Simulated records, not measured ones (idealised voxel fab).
Process module in this document: voxel capacitor over wiring
The width of the displayed cross-section, cut, is 290 nm; its cells are square, with a size of 5 nm.
Format of a cross-section: grid, square cells. Given as bands. Order: top down. Band: one or more rows of cells.
Top height, bottom height, nm. Materials left to right, width each, nm. Single material + "edge to edge" = fills band edge to edge. "blank" = empty.
All heights in this document are referenced to 0, defined as the level beneath which the wafer, as received, consists entirely of one material. The lowest band is not bounded below; it extends indefinitely downward and is written in the form "from 0 down".
Top row gets the first number, bottom row gets the second, and each row in between changes by the same step: that is how a band width like "30->40" works.
When a step is marked "remained the same", none of the cells in the cross-section changed during that step.
Listed in "Internal closed voids": every empty space of 8 or more cells without an open way to the top. Form: width x height at distance, the distance being from the left edge, all in nm.
That trailing text on a step's line, after the settings, is the simulator's own remark on the step.
overlay nm: for a step with a mask, the amount by which the mask lay right of where it was planned; a negative amount means left of it.
Layout of what follows: cross-section pairs, each bracketing one process step, the after cross-section shown only to the lowest band that changed, the step between and its settings noted under each pair. Pairs may originate in different runs of this module on the same starting wafer; a pair continues from the pair above only where its entry headed "Preceding state" says so.
**Preceding state**
> from 0 down  Si edge to edge
> Internal closed voids: none
**Sectional Result**
> from 10 to 0  SiO2 edge to edge
> All layers under 0 are left as they were.
> Internal closed voids: none
Can you say which step sits between the two cross-sections above? CONFORMAL_DEP | material SiO2 | thk nm 10
Preceding state: just use the after drawing of the pair above as your starting point.
**Sectional Result**
> from 15 to 10  TiN edge to edge
> All layers under 10 are left as they were.
> Internal closed voids: none
Can you say which step sits between the two cross-sections above? DIRECTIONAL_DEP | material TiN | thk nm 5
Preceding state: just use the after drawing of the pair above as your starting point.
**Sectional Result**
> from 40 to 15  W edge to edge
> All layers under 15 are left as they were.
> Internal closed voids: none
Can you say which step sits between the two cross-sections above? DIRECTIONAL_DEP | material W | thk nm 25
Preceding state: just use the after drawing of the pair above as your starting point.
**Sectional Result**
> from 40 to 15  blank: 90, W: 20, blank: 70, W: 20, blank: 90
> All layers under 15 are left as they were.
> Internal closed voids: none
Can you say which step sits between the two cross-sections above? MASKED_ETCH | tone cover | mask id METAL_1 | width nm 20 | pitch nm 90 | etch materials W | depth nm 25 | overlay nm 0
Preceding state: just use the after drawing of the pair above as your starting point.
**Sectional Result**
> from 40 to 15  blank: 90, W: 20, blank: 70, W: 20, blank: 90
> from 15 to 10  blank: 90, TiN: 20, blank: 70, TiN: 20, blank: 90
> All layers under 10 are left as they were.
> Internal closed voids: none
Can you say which step sits between the two cross-sections above? MASKED_ETCH | tone cover | mask id METAL_1 | width nm 20 | pitch nm 90 | etch materials TiN | depth nm 5 | overlay nm 0
Preceding state: just use the after drawing of the pair above as your starting point.
**Sectional Result**
> from 50 to 40  SiO2 edge to edge
> from 40 to 15  SiO2: 90, W: 20, SiO2: 70, W: 20, SiO2: 90
> from 15 to 10  SiO2: 90, TiN: 20, SiO2: 70, TiN: 20, SiO2: 90
> All layers under 10 are left as they were.
> Internal closed voids: none
Can you say which step sits between the two cross-sections above? FILL_DEP | material SiO2 | thk nm 10
Preceding state: just use the after drawing of the pair above as your starting point.
**Sectional Result**
> from 40 to 15  SiO2: 90, W: 20, SiO2: 70, W: 20, SiO2: 90
> All layers under 15 are left as they were.
> Internal closed voids: none
Can you say which step sits between the two cross-sections above? CMP | height nm 40
Preceding state: just use the after drawing of the pair above as your starting point.
**Sectional Result**
> from 45 to 40  SiCN edge to edge
> All layers under 40 are left as they were.
> Internal closed voids: none
Can you say which step sits between the two cross-sections above? CONFORMAL_DEP | material SiCN | thk nm 5
Preceding state: just use the after drawing of the pair above as your starting point.
**Sectional Result**
> from 65 to 45  SiO2 edge to edge
> All layers under 45 are left as they were.
> Internal closed voids: none
Can you say which step sits between the two cross-sections above? DIRECTIONAL_DEP | material SiO2 | thk nm 20
Preceding state: just use the after drawing of the pair above as your starting point.
**Sectional Result**
> from 65 to 45  SiO2: 95, blank: 15, SiO2: 180
> All layers under 45 are left as they were.
> Internal closed voids: none
Can you say which step sits between the two cross-sections above? MASKED_ETCH | tone open | mask id PLUG_1 | width nm 15 | etch materials SiO2 | depth nm 20 | overlay nm 0
Preceding state: just use the after drawing of the pair above as your starting point.
**Sectional Result**
> from 65 to 45  SiO2: 95, blank: 15, SiO2: 180
> from 45 to 40  SiCN: 95, blank: 15, SiCN: 180
> All layers under 40 are left as they were.
> Internal closed voids: none
Can you say which step sits between the two cross-sections above? MASKED_ETCH | tone open | mask id PLUG_1 | width nm 15 | etch materials SiCN | depth nm 5 | overlay nm 0
Preceding state: just use the after drawing of the pair above as your starting point.
**Sectional Result**
> from 65 to 50  SiO2: 95, blank: 15, SiO2: 180
> from 50 to 45  SiO2: 95, Ru: 15, SiO2: 180
> from 45 to 40  SiCN: 95, Ru: 15, SiCN: 180
> All layers under 40 are left as they were.
> Internal closed voids: none
Can you say which step sits between the two cross-sections above? EPI | material Ru | thk nm 10
Preceding state: just use the after drawing of the pair above as your starting point.
**Sectional Result**
> from 65 to 60  SiO2: 95, blank: 15, SiO2: 180
> from 60 to 45  SiO2: 95, Ru: 15, SiO2: 180
> All layers under 45 are left as they were.
> Internal closed voids: none
Can you say which step sits between the two cross-sections above? EPI | material Ru | thk nm 10
Preceding state: just use the after drawing of the pair above as your starting point.
**Sectional Result**
> from 65 to 45  SiO2: 95, Ru: 15, SiO2: 180
> All layers under 45 are left as they were.
> Internal closed voids: none
Can you say which step sits between the two cross-sections above? EPI | material Ru | thk nm 5
Preceding state: just use the after drawing of the pair above as your starting point.
**Sectional Result**
> from 75 to 65  TiN edge to edge
> All layers under 65 are left as they were.
> Internal closed voids: none
Can you say which step sits between the two cross-sections above? DIRECTIONAL_DEP | material TiN | thk nm 10
Preceding state: just use the after drawing of the pair above as your starting point.
**Sectional Result**
> from 80 to 75  HfO2 edge to edge
> All layers under 75 are left as they were.
> Internal closed voids: none
Can you say which step sits between the two cross-sections above? DIRECTIONAL_DEP | material HfO2 | thk nm 5
Preceding state: just use the after drawing of the pair above as your starting point.
**Sectional Result**
> from 85 to 80  TiN edge to edge
> All layers under 80 are left as they were.
> Internal closed voids: none
Can you say which step sits between the two cross-sections above? DIRECTIONAL_DEP | material TiN | thk nm 5
Preceding state: just use the after drawing of the pair above as your starting point.
**Sectional Result**
> from 85 to 80  blank: 95, TiN: 75, blank: 120
> All layers under 80 are left as they were.
> Internal closed voids: none
Can you say which step sits between the two cross-sections above? MASKED_ETCH | tone cover | mask id UPPER_PLATE | width nm 75 | etch materials TiN | depth nm 5 | overlay nm 0
Preceding state: just use the after drawing of the pair above as your starting point.
**Sectional Result**
> from 85 to 80  blank: 95, TiN: 75, blank: 120
> from 80 to 75  blank: 95, HfO2: 75, blank: 120
> All layers under 75 are left as they were.
> Internal closed voids: none
Can you say which step sits between the two cross-sections above? MASKED_ETCH | tone cover | mask id UPPER_PLATE | width nm 75 | etch materials HfO2 | depth nm 5 | overlay nm 0
Preceding state: just use the after drawing of the pair above as your starting point.
**Sectional Result**
> from 100 to 90  blank: 95, aC: 75, blank: 120
> from 90 to 85  aC edge to edge
> from 85 to 80  aC: 95, TiN: 75, aC: 120
> from 80 to 75  aC: 95, HfO2: 75, aC: 120
> All layers under 75 are left as they were.
> Internal closed voids: none
Can you say which step sits between the two cross-sections above? DIRECTIONAL_DEP | material aC | thk nm 15
Preceding state: just use the after drawing of the pair above as your starting point.
**Sectional Result**
> from 130 to 100  blank: 90, resist: 85, blank: 115
> from 100 to 90  blank: 90, resist: 5, aC: 75, resist: 5, blank: 115
> All layers under 90 are left as they were.
> Internal closed voids: none
Can you say which step sits between the two cross-sections above? PATTERN | tone cover | mask id LOWER_PLATE | material resist | width nm 85 | thk nm 30 | overlay nm 0
Preceding state: just use the after drawing of the pair above as your starting point.
**Sectional Result**
> from 115 to 100  blank: 90, resist: 85, blank: 115
> from 100 to 90  blank: 90, resist: 5, aC: 75, resist: 5, blank: 115
> from 90 to 85  blank: 90, aC: 85, blank: 115
> from 85 to 80  blank: 90, aC: 5, TiN: 75, aC: 5, blank: 115
> from 80 to 75  blank: 90, aC: 5, HfO2: 75, aC: 5, blank: 115
> All layers under 75 are left as they were.
> Internal closed voids: none
Can you say which step sits between the two cross-sections above? DIRECTIONAL_ETCH | etch materials aC | depth nm 15
Preceding state: just use the after drawing of the pair above as your starting point.
**Sectional Result**
> from 100 to 90  blank: 95, aC: 75, blank: 120
> All layers under 90 are left as they were.
> Internal closed voids: none
Can you say which step sits between the two cross-sections above? STRIP | etch materials resist
Preceding state: just use the after drawing of the pair above as your starting point.
**Sectional Result**
> from 100 to 90  blank: 95, aC: 75, blank: 120
> from 90 to 85  blank: 90, aC: 85, blank: 115
> from 85 to 80  blank: 90, aC: 5, TiN: 75, aC: 5, blank: 115
> from 80 to 75  blank: 90, aC: 5, HfO2: 75, aC: 5, blank: 115
> from 75 to 65  blank: 90, TiN: 85, blank: 115
> All layers under 65 are left as they were.
> Internal closed voids: none
Can you say which step sits between the two cross-sections above? DIRECTIONAL_ETCH | etch materials TiN | depth nm 10
Preceding state: just use the after drawing of the pair above as your starting point.
**Sectional Result**
> from 85 to 80  blank: 95, TiN: 75, blank: 120
> from 80 to 75  blank: 95, HfO2: 75, blank: 120
> All layers under 75 are left as they were.
> Internal closed voids: none
Can you say which step sits between the two cross-sections above? STRIP | etch materials aC
Preceding state: just use the after drawing of the pair above as your starting point.
**Sectional Result**
> from 100 to 85  SiO2 edge to edge
> from 85 to 80  SiO2: 95, TiN: 75, SiO2: 120
> from 80 to 75  SiO2: 95, HfO2: 75, SiO2: 120
> from 75 to 65  SiO2: 90, TiN: 85, SiO2: 115
> All layers under 65 are left as they were.
> Internal closed voids: none
Can you say which step sits between the two cross-sections above? FILL_DEP | material SiO2 | thk nm 15
Preceding state: just use the after drawing of the pair above as your starting point.
**Sectional Result**
> from 95 to 85  SiO2 edge to edge
> All layers under 85 are left as they were.
> Internal closed voids: none
Can you say which step sits between the two cross-sections above? CMP | height nm 95
Preceding state: just use the after drawing of the pair above as your starting point.
**Sectional Result**
> from 110 to 95  aC edge to edge
> All layers under 95 are left as they were.
> Internal closed voids: none
Can you say which step sits between the two cross-sections above? DIRECTIONAL_DEP | material aC | thk nm 15
Preceding state: just use the after drawing of the pair above as your starting point.
**Sectional Result**
> from 140 to 110  resist: 105, blank: 15, resist: 170
> All layers under 110 are left as they were.
> Internal closed voids: none
Can you say which step sits between the two cross-sections above? PATTERN | tone open | mask id PLUG_2 | material resist | width nm 15 | thk nm 30 | overlay nm 0
Preceding state: just use the after drawing of the pair above as your starting point.
**Sectional Result**
> from 125 to 110  resist: 105, blank: 15, resist: 170
> from 110 to 95  aC: 105, blank: 15, aC: 170
> All layers under 95 are left as they were.
> Internal closed voids: none
Can you say which step sits between the two cross-sections above? DIRECTIONAL_ETCH | etch materials aC | depth nm 15
Preceding state: just use the after drawing of the pair above as your starting point.
**Sectional Result**
> from 110 to 95  aC: 105, blank: 15, aC: 170
> All layers under 95 are left as they were.
> Internal closed voids: none
Can you say which step sits between the two cross-sections above? STRIP | etch materials resist
Preceding state: just use the after drawing of the pair above as your starting point.
**Sectional Result**
> from 110 to 95  aC: 105, blank: 15, aC: 170
> from 95 to 85  SiO2: 105, blank: 15, SiO2: 170
> All layers under 85 are left as they were.
> Internal closed voids: none
Can you say which step sits between the two cross-sections above? DIRECTIONAL_ETCH | etch materials SiO2 | depth nm 10
Preceding state: just use the after drawing of the pair above as your starting point.
**Sectional Result**
> from 95 to 85  SiO2: 105, blank: 15, SiO2: 170
> All layers under 85 are left as they were.
> Internal closed voids: none
Can you say which step sits between the two cross-sections above? STRIP | etch materials aC
Preceding state: just use the after drawing of the pair above as your starting point.
**Sectional Result**
> from 100 to 95  TiN: 110, blank: 5, TiN: 175
> from 95 to 90  SiO2: 105, TiN: 5, blank: 5, TiN: 5, SiO2: 170
> from 90 to 80  SiO2: 105->95, TiN: 15->75, SiO2: 170->120
> All layers under 80 are left as they were.
> Internal closed voids: none
Can you say which step sits between the two cross-sections above? CONFORMAL_DEP | material TiN | thk nm 5
Preceding state: just use the after drawing of the pair above as your starting point.
**Sectional Result**
> from 105 to 100  W edge to edge
> from 100 to 95  TiN: 110, W: 5, TiN: 175
> from 95 to 90  SiO2: 105, TiN: 5, W: 5, TiN: 5, SiO2: 170
> All layers under 90 are left as they were.
> Internal closed voids: none
Can you say which step sits between the two cross-sections above? FILL_DEP | material W | thk nm 5
Preceding state: just use the after drawing of the pair above as your starting point.
**Sectional Result**
> from 95 to 90  SiO2: 105, TiN: 5, W: 5, TiN: 5, SiO2: 170
> All layers under 90 are left as they were.
> Internal closed voids: none
Can you say which step sits between the two cross-sections above? CMP | height nm 95
Preceding state: just use the after drawing of the pair above as your starting point.
**Sectional Result**
> from 100 to 95  SiCN edge to edge
> All layers under 95 are left as they were.
> Internal closed voids: none
Can you say which step sits between the two cross-sections above? CONFORMAL_DEP | material SiCN | thk nm 5
**Preceding state**
> from 45 to 40  SiCN edge to edge
> from 40 to 15  SiO2: 90, W: 20, SiO2: 70, W: 20, SiO2: 90
> from 15 to 10  SiO2: 90, TiN: 20, SiO2: 70, TiN: 20, SiO2: 90
> from 10 to 0  SiO2 edge to edge
> from 0 down  Si edge to edge
> Internal closed voids: none
**Sectional Result**
> from 45 to 40  SiCN: 95, blank: 15, SiCN: 180
> All layers under 40 are left as they were.
> Internal closed voids: none
Can you say which step sits between the two cross-sections above? MASKED_ETCH | tone open | mask id PLUG_1 | width nm 15 | etch materials SiCN | depth nm 5 | overlay nm 0
Preceding state: just use the after drawing of the pair above as your starting point.
**Sectional Result**
> from 50 to 45  blank: 90, Ru: 25, blank: 175
> from 45 to 40  SiCN: 95, Ru: 15, SiCN: 180
> All layers under 40 are left as they were.
> Internal closed voids: none
Can you say which step sits between the two cross-sections above? EPI | material Ru | thk nm 10
Preceding state: just use the after drawing of the pair above as your starting point.
**Sectional Result**
> from 60 to 45  blank: 80, Ru: 45, blank: 165
> All layers under 45 are left as they were.
> Internal closed voids: none
Can you say which step sits between the two cross-sections above? EPI | material Ru | thk nm 10
Preceding state: just use the after drawing of the pair above as your starting point.
**Sectional Result**
> from 65 to 45  blank: 75, Ru: 55, blank: 160
> All layers under 45 are left as they were.
> Internal closed voids: none
Can you say which step sits between the two cross-sections above? EPI | material Ru | thk nm 5
Preceding state: just use the after drawing of the pair above as your starting point.
**Sectional Result**
> from 75 to 65  blank: 75, TiN: 55, blank: 160
> from 65 to 55  blank: 75, Ru: 55, blank: 160
> from 55 to 45  TiN: 75, Ru: 55, TiN: 160
> All layers under 45 are left as they were.
> Internal closed voids: none
Can you say which step sits between the two cross-sections above? DIRECTIONAL_DEP | material TiN | thk nm 10
Preceding state: just use the after drawing of the pair above as your starting point.
**Sectional Result**
> from 80 to 75  blank: 75, HfO2: 55, blank: 160
> from 75 to 65  blank: 75, TiN: 55, blank: 160
> from 65 to 60  blank: 75, Ru: 55, blank: 160
> from 60 to 55  HfO2: 75, Ru: 55, HfO2: 160
> All layers under 55 are left as they were.
> Internal closed voids: none
Can you say which step sits between the two cross-sections above? DIRECTIONAL_DEP | material HfO2 | thk nm 5
Preceding state: just use the after drawing of the pair above as your starting point.
**Sectional Result**
> from 85 to 80  blank: 75, TiN: 55, blank: 160
> from 80 to 75  blank: 75, HfO2: 55, blank: 160
> from 75 to 65  blank: 75, TiN: 55, blank: 160
> from 65 to 60  TiN: 75, Ru: 55, TiN: 160
> All layers under 60 are left as they were.
> Internal closed voids: none
Can you say which step sits between the two cross-sections above? DIRECTIONAL_DEP | material TiN | thk nm 5
Preceding state: just use the after drawing of the pair above as your starting point.
**Sectional Result**
> from 85 to 80  blank: 95, TiN: 35, blank: 160
> from 80 to 75  blank: 75, HfO2: 55, blank: 160
> from 75 to 65  blank: 75, TiN: 55, blank: 160
> from 65 to 60  blank: 75, Ru: 55, TiN: 40, blank: 120
> All layers under 60 are left as they were.
> Internal closed voids: none
Can you say which step sits between the two cross-sections above? MASKED_ETCH | tone cover | mask id UPPER_PLATE | width nm 75 | etch materials TiN | depth nm 5 | overlay nm 0
Preceding state: just use the after drawing of the pair above as your starting point.
**Sectional Result**
> from 85 to 80  blank: 95, TiN: 35, blank: 160
> from 80 to 75  blank: 95, HfO2: 35, blank: 160
> from 75 to 65  blank: 75, TiN: 55, blank: 160
> from 65 to 60  blank: 75, Ru: 55, TiN: 40, blank: 120
> from 60 to 55  blank: 75, Ru: 55, HfO2: 40, blank: 120
> All layers under 55 are left as they were.
> Internal closed voids: none
Can you say which step sits between the two cross-sections above? MASKED_ETCH | tone cover | mask id UPPER_PLATE | width nm 75 | etch materials HfO2 | depth nm 5 | overlay nm 0
Preceding state: just use the after drawing of the pair above as your starting point.
**Sectional Result**
> from 100 to 90  blank: 95, aC: 35, blank: 160
> from 90 to 85  blank: 75, aC: 55, blank: 160
> from 85 to 80  blank: 75, aC: 20, TiN: 35, blank: 160
> from 80 to 75  blank: 75, aC: 20, HfO2: 35, aC: 40, blank: 120
> from 75 to 70  blank: 75, TiN: 55, aC: 40, blank: 120
> from 70 to 65  aC: 75, TiN: 55, aC: 160
> from 65 to 60  aC: 75, Ru: 55, TiN: 40, aC: 120
> from 60 to 55  aC: 75, Ru: 55, HfO2: 40, aC: 120
> All layers under 55 are left as they were.
> Internal closed voids: none
Can you say which step sits between the two cross-sections above? DIRECTIONAL_DEP | material aC | thk nm 15
Preceding state: just use the after drawing of the pair above as your starting point.
**Sectional Result**
> from 130 to 100  blank: 90, resist: 85, blank: 115
> from 100 to 90  blank: 90, resist: 5, aC: 35, resist: 45, blank: 115
> from 90 to 85  blank: 75, aC: 55, resist: 45, blank: 115
> from 85 to 80  blank: 75, aC: 20, TiN: 35, resist: 45, blank: 115
> from 80 to 75  blank: 75, aC: 20, HfO2: 35, aC: 40, resist: 5, blank: 115
> from 75 to 70  blank: 75, TiN: 55, aC: 40, resist: 5, blank: 115
> All layers under 70 are left as they were.
> Internal closed voids: none
Can you say which step sits between the two cross-sections above? PATTERN | tone cover | mask id LOWER_PLATE | material resist | width nm 85 | thk nm 30 | overlay nm 0
Preceding state: just use the after drawing of the pair above as your starting point.
**Sectional Result**
> from 115 to 100  blank: 90, resist: 85, blank: 115
> from 100 to 90  blank: 90, resist: 5, aC: 35, resist: 45, blank: 115
> from 90 to 85  blank: 90, aC: 40, resist: 45, blank: 115
> from 85 to 80  blank: 90, aC: 5, TiN: 35, resist: 45, blank: 115
> from 80 to 75  blank: 90, aC: 5, HfO2: 35, aC: 40, resist: 5, blank: 115
> from 75 to 70  blank: 75, TiN: 55, aC: 40, resist: 5, blank: 115
> from 70 to 65  blank: 75, TiN: 55, aC: 45, blank: 115
> from 65 to 60  blank: 75, Ru: 55, TiN: 40, aC: 5, blank: 115
> from 60 to 55  blank: 75, Ru: 55, HfO2: 40, aC: 5, blank: 115
> All layers under 55 are left as they were.
> Internal closed voids: none
Can you say which step sits between the two cross-sections above? DIRECTIONAL_ETCH | etch materials aC | depth nm 15
Preceding state: just use the after drawing of the pair above as your starting point.
**Sectional Result**
> from 100 to 90  blank: 95, aC: 35, blank: 160
> from 90 to 85  blank: 90, aC: 40, blank: 160
> from 85 to 80  blank: 90, aC: 5, TiN: 35, blank: 160
> from 80 to 75  blank: 90, aC: 5, HfO2: 35, aC: 40, blank: 120
> from 75 to 65  blank: 75, TiN: 55, aC: 40->45, blank: 120->115
> All layers under 65 are left as they were.
> Internal closed voids: none
Can you say which step sits between the two cross-sections above? STRIP | etch materials resist
Preceding state: just use the after drawing of the pair above as your starting point.
**Sectional Result**
> from 100 to 90  blank: 95, aC: 35, blank: 160
> from 90 to 85  blank: 90, aC: 40, blank: 160
> from 85 to 80  blank: 90, aC: 5, TiN: 35, blank: 160
> from 80 to 75  blank: 90, aC: 5, HfO2: 35, aC: 40, blank: 120
> from 75 to 65  blank: 90, TiN: 40, aC: 40->45, blank: 120->115
> from 65 to 60  blank: 75, Ru: 55, TiN: 40, aC: 5, blank: 115
> from 60 to 55  blank: 75, Ru: 55, HfO2: 40, aC: 5, blank: 115
> from 55 to 45  blank: 75, Ru: 55, TiN: 45, blank: 115
> All layers under 45 are left as they were.
> Internal closed voids: none
Can you say which step sits between the two cross-sections above? DIRECTIONAL_ETCH | etch materials TiN | depth nm 10
Preceding state: just use the after drawing of the pair above as your starting point.
**Sectional Result**
> from 85 to 80  blank: 95, TiN: 35, blank: 160
> from 80 to 75  blank: 95, HfO2: 35, blank: 160
> from 75 to 65  blank: 90, TiN: 40, blank: 160
> from 65 to 60  blank: 75, Ru: 55, TiN: 40, blank: 120
> from 60 to 55  blank: 75, Ru: 55, HfO2: 40, blank: 120
> All layers under 55 are left as they were.
> Internal closed voids: none
Can you say which step sits between the two cross-sections above? STRIP | etch materials aC
Preceding state: just use the after drawing of the pair above as your starting point.
**Sectional Result**
> from 100 to 85  SiO2 edge to edge
> from 85 to 80  SiO2: 95, TiN: 35, SiO2: 160
> from 80 to 75  SiO2: 95, HfO2: 35, SiO2: 160
> from 75 to 65  SiO2: 90, TiN: 40, SiO2: 160
> from 65 to 60  SiO2: 75, Ru: 55, TiN: 40, SiO2: 120
> from 60 to 55  SiO2: 75, Ru: 55, HfO2: 40, SiO2: 120
> from 55 to 45  SiO2: 75, Ru: 55, TiN: 45, SiO2: 115
> All layers under 45 are left as they were.
> Internal closed voids: none
Can you say which step sits between the two cross-sections above? FILL_DEP | material SiO2 | thk nm 15
Preceding state: just use the after drawing of the pair above as your starting point.
**Sectional Result**
> from 95 to 85  SiO2 edge to edge
> All layers under 85 are left as they were.
> Internal closed voids: none
Can you say which step sits between the two cross-sections above? CMP | height nm 95
Preceding state: just use the after drawing of the pair above as your starting point.
**Sectional Result**
> from 110 to 95  aC edge to edge
> All layers under 95 are left as they were.
> Internal closed voids: none
Can you say which step sits between the two cross-sections above? DIRECTIONAL_DEP | material aC | thk nm 15
Preceding state: just use the after drawing of the pair above as your starting point.
**Sectional Result**
> from 140 to 110  resist: 105, blank: 15, resist: 170
> All layers under 110 are left as they were.
> Internal closed voids: none
Can you say which step sits between the two cross-sections above? PATTERN | tone open | mask id PLUG_2 | material resist | width nm 15 | thk nm 30 | overlay nm 0
Preceding state: just use the after drawing of the pair above as your starting point.
**Sectional Result**
> from 125 to 110  resist: 105, blank: 15, resist: 170
> from 110 to 95  aC: 105, blank: 15, aC: 170
> All layers under 95 are left as they were.
> Internal closed voids: none
Can you say which step sits between the two cross-sections above? DIRECTIONAL_ETCH | etch materials aC | depth nm 15
Preceding state: just use the after drawing of the pair above as your starting point.
**Sectional Result**
> from 110 to 95  aC: 105, blank: 15, aC: 170
> All layers under 95 are left as they were.
> Internal closed voids: none
Can you say which step sits between the two cross-sections above? STRIP | etch materials resist
Preceding state: just use the after drawing of the pair above as your starting point.
**Sectional Result**
> from 110 to 95  aC: 105, blank: 15, aC: 170
> from 95 to 85  SiO2: 105, blank: 15, SiO2: 170
> All layers under 85 are left as they were.
> Internal closed voids: none
Can you say which step sits between the two cross-sections above? DIRECTIONAL_ETCH | etch materials SiO2 | depth nm 10
Preceding state: just use the after drawing of the pair above as your starting point.
**Sectional Result**
> from 95 to 85  SiO2: 105, blank: 15, SiO2: 170
> All layers under 85 are left as they were.
> Internal closed voids: none
Can you say which step sits between the two cross-sections above? STRIP | etch materials aC
Preceding state: just use the after drawing of the pair above as your starting point.
**Sectional Result**
> from 100 to 95  TiN: 110, blank: 5, TiN: 175
> from 95 to 90  SiO2: 105, TiN: 5, blank: 5, TiN: 5, SiO2: 170
> from 90 to 80  SiO2: 105->95, TiN: 15->35, SiO2: 170->160
> All layers under 80 are left as they were.
> Internal closed voids: none
Can you say which step sits between the two cross-sections above? CONFORMAL_DEP | material TiN | thk nm 5
Preceding state: just use the after drawing of the pair above as your starting point.
**Sectional Result**
> from 105 to 100  W edge to edge
> from 100 to 95  TiN: 110, W: 5, TiN: 175
> from 95 to 90  SiO2: 105, TiN: 5, W: 5, TiN: 5, SiO2: 170
> All layers under 90 are left as they were.
> Internal closed voids: none
Can you say which step sits between the two cross-sections above? FILL_DEP | material W | thk nm 5
Preceding state: just use the after drawing of the pair above as your starting point.
**Sectional Result**
> from 95 to 90  SiO2: 105, TiN: 5, W: 5, TiN: 5, SiO2: 170
> All layers under 90 are left as they were.
> Internal closed voids: none
Can you say which step sits between the two cross-sections above? CMP | height nm 95
Preceding state: just use the after drawing of the pair above as your starting point.
**Sectional Result**
> from 100 to 95  SiCN edge to edge
> All layers under 95 are left as they were.
> Internal closed voids: none
Can you say which step sits between the two cross-sections above? CONFORMAL_DEP | material SiCN | thk nm 5
**Preceding state**
> from 65 to 60  SiO2: 95, blank: 15, SiO2: 180
> from 60 to 45  SiO2: 95, Ru: 15, SiO2: 180
> from 45 to 40  SiCN: 95, Ru: 15, SiCN: 180
> from 40 to 15  SiO2: 90, W: 20, SiO2: 70, W: 20, SiO2: 90
> from 15 to 10  SiO2: 90, TiN: 20, SiO2: 70, TiN: 20, SiO2: 90
> from 10 to 0  SiO2 edge to edge
> from 0 down  Si edge to edge
> Internal closed voids: none
**Sectional Result**
> from 70 to 65  blank: 90, Ru: 25, blank: 175
> from 65 to 45  SiO2: 95, Ru: 15, SiO2: 180
> All layers under 45 are left as they were.
> Internal closed voids: none
Can you say which step sits between the two cross-sections above? EPI | material Ru | thk nm 10
Preceding state: just use the after drawing of the pair above as your starting point.
**Sectional Result**
> from 75 to 65  blank: 85, Ru: 35, blank: 170
> All layers under 65 are left as they were.
> Internal closed voids: none
Can you say which step sits between the two cross-sections above? EPI | material Ru | thk nm 5
Preceding state: just use the after drawing of the pair above as your starting point.
**Sectional Result**
> from 85 to 75  blank: 85, TiN: 35, blank: 170
> from 75 to 65  TiN: 85, Ru: 35, TiN: 170
> All layers under 65 are left as they were.
> Internal closed voids: none
Can you say which step sits between the two cross-sections above? DIRECTIONAL_DEP | material TiN | thk nm 10
Preceding state: just use the after drawing of the pair above as your starting point.
**Sectional Result**
> from 90 to 85  blank: 85, HfO2: 35, blank: 170
> from 85 to 80  blank: 85, TiN: 35, blank: 170
> from 80 to 75  HfO2: 85, TiN: 35, HfO2: 170
> All layers under 75 are left as they were.
> Internal closed voids: none
Can you say which step sits between the two cross-sections above? DIRECTIONAL_DEP | material HfO2 | thk nm 5
Preceding state: just use the after drawing of the pair above as your starting point.
**Sectional Result**
> from 95 to 90  blank: 85, TiN: 35, blank: 170
> from 90 to 85  blank: 85, HfO2: 35, blank: 170
> from 85 to 80  TiN edge to edge
> All layers under 80 are left as they were.
> Internal closed voids: none
Can you say which step sits between the two cross-sections above? DIRECTIONAL_DEP | material TiN | thk nm 5
Preceding state: just use the after drawing of the pair above as your starting point.
**Sectional Result**
> from 95 to 90  blank: 95, TiN: 25, blank: 170
> from 90 to 85  blank: 85, HfO2: 35, blank: 170
> from 85 to 80  blank: 85, TiN: 85, blank: 120
> All layers under 80 are left as they were.
> Internal closed voids: none
Can you say which step sits between the two cross-sections above? MASKED_ETCH | tone cover | mask id UPPER_PLATE | width nm 75 | etch materials TiN | depth nm 5 | overlay nm 0
Preceding state: just use the after drawing of the pair above as your starting point.
**Sectional Result**
> from 95 to 90  blank: 95, TiN: 25, blank: 170
> from 90 to 85  blank: 95, HfO2: 25, blank: 170
> from 85 to 80  blank: 85, TiN: 85, blank: 120
> from 80 to 75  blank: 85, TiN: 35, HfO2: 50, blank: 120
> All layers under 75 are left as they were.
> Internal closed voids: none
Can you say which step sits between the two cross-sections above? MASKED_ETCH | tone cover | mask id UPPER_PLATE | width nm 75 | etch materials HfO2 | depth nm 5 | overlay nm 0
Preceding state: just use the after drawing of the pair above as your starting point.
**Sectional Result**
> from 110 to 100  blank: 95, aC: 25, blank: 170
> from 100 to 95  blank: 85, aC: 85, blank: 120
> from 95 to 90  blank: 85, aC: 10, TiN: 25, aC: 50, blank: 120
> from 90 to 85  aC: 95, HfO2: 25, aC: 170
> from 85 to 80  aC: 85, TiN: 85, aC: 120
> from 80 to 75  aC: 85, TiN: 35, HfO2: 50, aC: 120
> All layers under 75 are left as they were.
> Internal closed voids: none
Can you say which step sits between the two cross-sections above? DIRECTIONAL_DEP | material aC | thk nm 15
Preceding state: just use the after drawing of the pair above as your starting point.
**Sectional Result**
> from 140 to 110  blank: 90, resist: 85, blank: 115
> from 110 to 100  blank: 90, resist: 5, aC: 25, resist: 55, blank: 115
> from 100 to 95  blank: 85, aC: 85, resist: 5, blank: 115
> from 95 to 90  blank: 85, aC: 10, TiN: 25, aC: 50, resist: 5, blank: 115
> All layers under 90 are left as they were.
> Internal closed voids: none
Can you say which step sits between the two cross-sections above? PATTERN | tone cover | mask id LOWER_PLATE | material resist | width nm 85 | thk nm 30 | overlay nm 0
Preceding state: just use the after drawing of the pair above as your starting point.
**Sectional Result**
> from 125 to 110  blank: 90, resist: 85, blank: 115
> from 110 to 100  blank: 90, resist: 5, aC: 25, resist: 55, blank: 115
> from 100 to 95  blank: 90, aC: 80, resist: 5, blank: 115
> from 95 to 90  blank: 90, aC: 5, TiN: 25, aC: 50, resist: 5, blank: 115
> from 90 to 85  blank: 90, aC: 5, HfO2: 25, aC: 55, blank: 115
> from 85 to 80  blank: 85, TiN: 85, aC: 5, blank: 115
> from 80 to 75  blank: 85, TiN: 35, HfO2: 50, aC: 5, blank: 115
> All layers under 75 are left as they were.
> Internal closed voids: none
Can you say which step sits between the two cross-sections above? DIRECTIONAL_ETCH | etch materials aC | depth nm 15
Preceding state: just use the after drawing of the pair above as your starting point.
**Sectional Result**
> from 110 to 100  blank: 95, aC: 25, blank: 170
> from 100 to 95  blank: 90, aC: 80, blank: 120
> from 95 to 90  blank: 90, aC: 5, TiN: 25, aC: 50, blank: 120
> All layers under 90 are left as they were.
> Internal closed voids: none
Can you say which step sits between the two cross-sections above? STRIP | etch materials resist
